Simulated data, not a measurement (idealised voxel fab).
process module | voxel self aligned vias
cross-section cut | 295 nm wide | cells 5 nm
A cross-section is a grid of square cells, given in bands from the top down. A band is one or more rows of cells.
Each band's line starts with the height of the band's top and of its bottom, in nm. Then come its materials from left to right, each with its width in nm. One material with "throughout" fills the band from edge to edge. "air" is empty space.
Height 0 is the level under which the wafer as received is all one material. The lowest band goes on downwards, as in "0 down".
A width such as "30 to 40" changes by the same amount from each row of cells to the next, from the band's top row to its bottom row.
"no change" after a step means that no cell of the cross-section changed.
closed voids: empty space of 8 cells or more with no open way to the top, each as width x height at its distance from the left edge, in nm
after a step's settings: what the simulator itself notes on the step
overlay nm, on a step with a mask: how far to the right of its planned place the mask lay; to the left if negative
plan
1 op RECEIVE | material Si
2 op CONFORMAL_DEP | material SiO2 | thk nm 10
3 op CONFORMAL_DEP | material SiCN | thk nm 5
4 op DIRECTIONAL_DEP | material SiO2 | thk nm 25
5 op DIRECTIONAL_DEP | material aC | thk nm 15
6 op PATTERN | tone open | mask id LINES | material resist | width nm 30 | pitch nm 65 | thk nm 30 | overlay nm 0
7 op DIRECTIONAL_ETCH | etch materials aC | depth nm 15
8 op STRIP | etch materials resist
9 op DIRECTIONAL_ETCH | etch materials SiO2 | depth nm 25
10 op STRIP | etch materials aC
11 op CONFORMAL_DEP | material TiN | thk nm 5
12 op FILL_DEP | material W | thk nm 5
13 op CMP | height nm 40
14 op SELECTIVE_ETCH | etch materials W Ru TiN | depth nm 5
15 op FILL_DEP | material SiN | thk nm 5
16 op CMP | height nm 40
17 op DIRECTIONAL_DEP | material SiO2 | thk nm 15
18 op DIRECTIONAL_DEP | material aC | thk nm 15
19 op PATTERN | tone open | mask id VIAS | material resist | width nm 40 | thk nm 35 | overlay nm 0
20 op DIRECTIONAL_ETCH | etch materials aC | depth nm 15
21 op STRIP | etch materials resist
22 op DIRECTIONAL_ETCH | etch materials SiO2 | depth nm 15
23 op DIRECTIONAL_ETCH | etch materials SiN | depth nm 5
24 op STRIP | etch materials aC
25 op CONFORMAL_DEP | material TiN | thk nm 5
26 op FILL_DEP | material W | thk nm 5
27 op CMP | height nm 55
28 op CONFORMAL_DEP | material SiN | thk nm 5
as received, after step 1
  0 down: Si throughout
  closed voids: none
a wafer at the end: this start, this plan, one mistake
  60 to 55: SiN throughout
  55 to 45: SiO2 95 | TiN 5 | W 30 | TiN 5 | SiO2 160
  45 to 40: SiO2 95 | TiN 40 | SiO2 160
  40 to 35: SiN 95 | TiN 10 | W 20 | TiN 10 | SiN 30 | TiN 5 | W 20 | TiN 5 | SiN 100
  35 to 20: SiO2 100 | TiN 5 | W 20 | TiN 5 | SiO2 35 | TiN 5 | W 20 | TiN 5 | SiO2 100
  20 to 15: SiO2 100 | TiN 30 | SiO2 35 | TiN 30 | SiO2 100
  15 to 10: SiCN throughout
  10 to 0: SiO2 throughout
  0 down: Si throughout
  closed voids: none
what went wrong: step 14 ran as: op SELECTIVE_ETCH | etch materials SiO2 | depth nm 5
